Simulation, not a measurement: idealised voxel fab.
process module | voxel transistor to metal
cross-section cut | 160 nm wide | cells 5 nm
A cross-section is a grid of square cells, given in bands from the top down. A band is one or more rows of cells.
Each band's line starts with the height of the band's top and of its bottom, in nm. Then come its materials from left to right, each with its width in nm. One material with "throughout" fills the band from edge to edge. "air" is empty space.
Height 0 is the level under which the wafer as received is all one material. The lowest band goes on downwards, as in "0 down".
A width such as "30 to 40" changes by the same amount from each row of cells to the next, from the band's top row to its bottom row.
"no change" after a step means that no cell of the cross-section changed.
closed voids: empty space of 8 cells or more with no open way to the top, each as width x height at its distance from the left edge, in nm
after a step's settings: what the simulator itself notes on the step
overlay nm, on a step with a mask: how far to the right of its planned place the mask lay; to the left if negative
plan
1 op RECEIVE | material Si
2 op CONFORMAL_DEP | material SiO2 | thk nm 5
3 op CONFORMAL_DEP | material SiN | thk nm 15
4 op MASKED_ETCH | tone cover | mask id ACTIVE | width nm 125 | etch materials SiN | depth nm 15 | overlay nm 0
5 op MASKED_ETCH | tone cover | mask id ACTIVE | width nm 125 | etch materials SiO2 | depth nm 5 | overlay nm 0
6 op MASKED_ETCH | tone cover | mask id ACTIVE | width nm 125 | etch materials Si | depth nm 25 | overlay nm 0
7 op FILL_DEP | material SiO2 | thk nm 15
8 op CMP | height nm 20
9 op SELECTIVE_ETCH | etch materials SiO2 | depth nm 15
10 op STRIP | etch materials SiN
11 op SELECTIVE_ETCH | etch materials SiO2 | depth nm 5
12 op OXIDIZE | depth nm 5
13 op DIRECTIONAL_DEP | material polySi | thk nm 30
14 op DIRECTIONAL_DEP | material SiCN | thk nm 10
15 op DIRECTIONAL_DEP | material aC | thk nm 10
16 op PATTERN | tone cover | mask id GATE | material resist | width nm 25 | thk nm 25 | overlay nm 0
17 op DIRECTIONAL_ETCH | etch materials aC | depth nm 10
18 op STRIP | etch materials resist
19 op DIRECTIONAL_ETCH | etch materials SiCN | depth nm 20
20 op DIRECTIONAL_ETCH | etch materials polySi | depth nm 40
21 op STRIP | etch materials aC
22 op CONFORMAL_DEP | material SiO2 | thk nm 5
23 op DIRECTIONAL_ETCH | etch materials SiO2 | depth nm 5
24 op CONFORMAL_DEP | material SiN | thk nm 10
25 op DIRECTIONAL_ETCH | etch materials SiN | depth nm 10
26 op DIRECTIONAL_ETCH | etch materials SiO2 | depth nm 5
27 op EPI | material pSi | thk nm 5
28 op FILL_DEP | material SiO2 | thk nm 10
29 op CMP | height nm 30
30 op STRIP | etch materials polySi
31 op SELECTIVE_ETCH | etch materials SiO2 | depth nm 5
32 op CONFORMAL_DEP | material HfO2 | thk nm 5
33 op CONFORMAL_DEP | material TiN | thk nm 5
34 op FILL_DEP | material W | thk nm 5
35 op CMP | height nm 25
36 op DIRECTIONAL_DEP | material SiO2 | thk nm 10
37 op PATTERN | tone open | mask id CONTACT | material resist | width nm 20 | pitch nm 85 | thk nm 20 | overlay nm 0
38 op DIRECTIONAL_ETCH | etch materials SiO2 | depth nm 35
39 op STRIP | etch materials resist
40 op CONFORMAL_DEP | material TiN | thk nm 5
41 op FILL_DEP | material Ru | thk nm 5
42 op CMP | height nm 35
43 op DIRECTIONAL_DEP | material TiN | thk nm 5
44 op DIRECTIONAL_DEP | material W | thk nm 25
45 op MASKED_ETCH | tone cover | mask id METAL_1 | width nm 20 | pitch nm 85 | etch materials W | depth nm 25 | overlay nm 0
46 op MASKED_ETCH | tone cover | mask id METAL_1 | width nm 20 | pitch nm 85 | etch materials TiN | depth nm 5 | overlay nm 0
47 op CONFORMAL_DEP | material SiCN | thk nm 5
48 op FILL_DEP | material lowk | thk nm 10
49 op CMP | height nm 65
50 op CONFORMAL_DEP | material SiCN | thk nm 5
51 op DIRECTIONAL_DEP | material SiO2 | thk nm 25
52 op MASKED_ETCH | tone open | mask id METAL_2 | width nm 20 | pitch nm 85 | etch materials SiO2 | depth nm 15 | overlay nm 0
53 op DIRECTIONAL_DEP | material aC | thk nm 15
54 op PATTERN | tone open | mask id METAL_2_HOLES | material resist | width nm 15 | pitch nm 85 | thk nm 30 | overlay nm 0
55 op DIRECTIONAL_ETCH | etch materials aC | depth nm 15
56 op STRIP | etch materials resist
57 op DIRECTIONAL_ETCH | etch materials SiO2 | depth nm 10
58 op DIRECTIONAL_ETCH | etch materials SiCN | depth nm 5
59 op STRIP | etch materials aC
60 op CONFORMAL_DEP | material TiN | thk nm 5
61 op FILL_DEP | material Cu | thk nm 5
62 op CMP | height nm 95
63 op CONFORMAL_DEP | material SiCN | thk nm 5
as received, after step 1
  0 down: Si throughout
  closed voids: none
first wafer at the end, as planned
  100 to 95: SiCN throughout
  95 to 85: SiO2 25 | TiN 5 | Cu 10 | TiN 5 | SiO2 65 | TiN 5 | Cu 10 | TiN 5 | SiO2 30
  85 to 80: SiO2 25 | TiN 5 | Cu 5 | TiN 10 | SiO2 65 | TiN 5 | Cu 5 | TiN 10 | SiO2 30
  80 to 70: SiO2 25 | TiN 5 | Cu 5 | TiN 5 | SiO2 70 | TiN 5 | Cu 5 | TiN 5 | SiO2 35
  70 to 65: SiCN 25 | TiN 15 | SiCN 70 | TiN 15 | SiCN 35
  65 to 40: lowk 20 | SiCN 5 | W 20 | SiCN 5 | lowk 55 | SiCN 5 | W 20 | SiCN 5 | lowk 25
  40 to 35: SiCN 25 | TiN 20 | SiCN 65 | TiN 20 | SiCN 30
  35 to 25: SiO2 25 | TiN 5 | Ru 10 | TiN 5 | SiO2 65 | TiN 5 | Ru 10 | TiN 5 | SiO2 30
  25 to 5: SiO2 25 | TiN 5 | Ru 10 | TiN 5 | SiO2 5 | SiN 10 | HfO2 5 | TiN 5 | W 15 | TiN 5 | HfO2 5 | SiN 10 | SiO2 5 | TiN 5 | Ru 10 | TiN 5 | SiO2 30
  5 to 0: SiO2 25 | TiN 20 | SiO2 5 | SiN 10 | HfO2 5 | TiN 25 | HfO2 5 | SiN 10 | SiO2 5 | TiN 20 | SiO2 30
  0 to -5: SiO2 10 | pSi 40 | SiO2 10 | HfO2 35 | SiO2 10 | pSi 40 | SiO2 15
  -5 to -25: SiO2 15 | Si 125 | SiO2 20
  -25 down: Si throughout
  closed voids: none
second wafer at the end: like start, like plan, one mistake
  100 to 95: SiCN throughout
  95 to 70: SiO2 25 | TiN 5 | Cu 10 | TiN 5 | SiO2 65 | TiN 5 | Cu 10 | TiN 5 | SiO2 30
  70 to 65: SiCN 25 | TiN 20 | SiCN 65 | TiN 20 | SiCN 30
  65 to 40: lowk 20 | SiCN 5 | W 20 | SiCN 5 | lowk 55 | SiCN 5 | W 20 | SiCN 5 | lowk 25
  40 to 35: SiCN 25 | TiN 20 | SiCN 65 | TiN 20 | SiCN 30
  35 to 25: SiO2 25 | TiN 5 | Ru 10 | TiN 5 | SiO2 65 | TiN 5 | Ru 10 | TiN 5 | SiO2 30
  25 to 5: SiO2 25 | TiN 5 | Ru 10 | TiN 5 | SiO2 5 | SiN 10 | HfO2 5 | TiN 5 | W 15 | TiN 5 | HfO2 5 | SiN 10 | SiO2 5 | TiN 5 | Ru 10 | TiN 5 | SiO2 30
  5 to 0: SiO2 25 | TiN 20 | SiO2 5 | SiN 10 | HfO2 5 | TiN 25 | HfO2 5 | SiN 10 | SiO2 5 | TiN 20 | SiO2 30
  0 to -5: SiO2 10 | pSi 40 | SiO2 10 | HfO2 35 | SiO2 10 | pSi 40 | SiO2 15
  -5 to -25: SiO2 15 | Si 125 | SiO2 20
  -25 down: Si throughout
  closed voids: none
what went wrong: step 54 ran as: op PATTERN | tone open | mask id METAL_2_HOLES | material resist | width nm 20 | pitch nm 85 | thk nm 30 | overlay nm 0
at the end the second wafer has, in cells: 6 more of Cu | 2 fewer of SiCN | 4 fewer of SiO2
